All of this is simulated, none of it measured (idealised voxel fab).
process module | voxel air gaps
cross-section cut | 155 nm wide | cells 5 nm
A cross-section is a grid of square cells, given in bands from the top down. A band is one or more rows of cells.
Each band's line starts with the height of the band's top and of its bottom, in nm. Then come its materials from left to right, each with its width in nm. One material with "throughout" fills the band from edge to edge. "air" is empty space.
Height 0 is the level under which the wafer as received is all one material. The lowest band goes on downwards, as in "0 down".
A width such as "30 to 40" changes by the same amount from each row of cells to the next, from the band's top row to its bottom row.
"no change" after a step means that no cell of the cross-section changed.
closed voids: empty space of 8 cells or more with no open way to the top, each as width x height at its distance from the left edge, in nm
after a step's settings: what the simulator itself notes on the step
overlay nm, on a step with a mask: how far to the right of its planned place the mask lay; to the left if negative
plan
1 op RECEIVE | material Si
2 op CONFORMAL_DEP | material SiO2 | thk nm 15
3 op CONFORMAL_DEP | material SiCN | thk nm 5
4 op DIRECTIONAL_DEP | material lowk | thk nm 40
5 op PATTERN | tone open | mask id LINES | material resist | width nm 15 | pitch nm 40 | thk nm 20 | overlay nm 0
6 op DIRECTIONAL_ETCH | etch materials lowk | depth nm 40
7 op STRIP | etch materials resist
8 op CONFORMAL_DEP | material TiN | thk nm 5
9 op FILL_DEP | material W | thk nm 10
10 op CMP | height nm 60
11 op EPI | material Ru | thk nm 10
12 op SELECTIVE_ETCH | etch materials lowk | depth nm 50
13 op CONFORMAL_DEP | material SiCN | thk nm 5
varied across the wafers: width nm of step 5. The plan shows the first wafer's value. All wafers start alike
first wafer as received, after step 1
  0 down: Si throughout
  closed voids: none
each wafer at the end: cells of each material gained (+) or lost (-) since it was received, then its closed voids
width nm 15 | +42 Ru | +138 SiCN | +93 SiO2 | +51 TiN | +21 W | closed voids: 15 x 30 at 50; 15 x 30 at 90
width nm 20 | +48 Ru | +90 SiCN | +93 SiO2 | +54 TiN | +42 W | +64 lowk | closed voids: none
width nm 25 | +50 Ru | +90 SiCN | +93 SiO2 | +57 TiN | +63 W | +48 lowk | closed voids: none
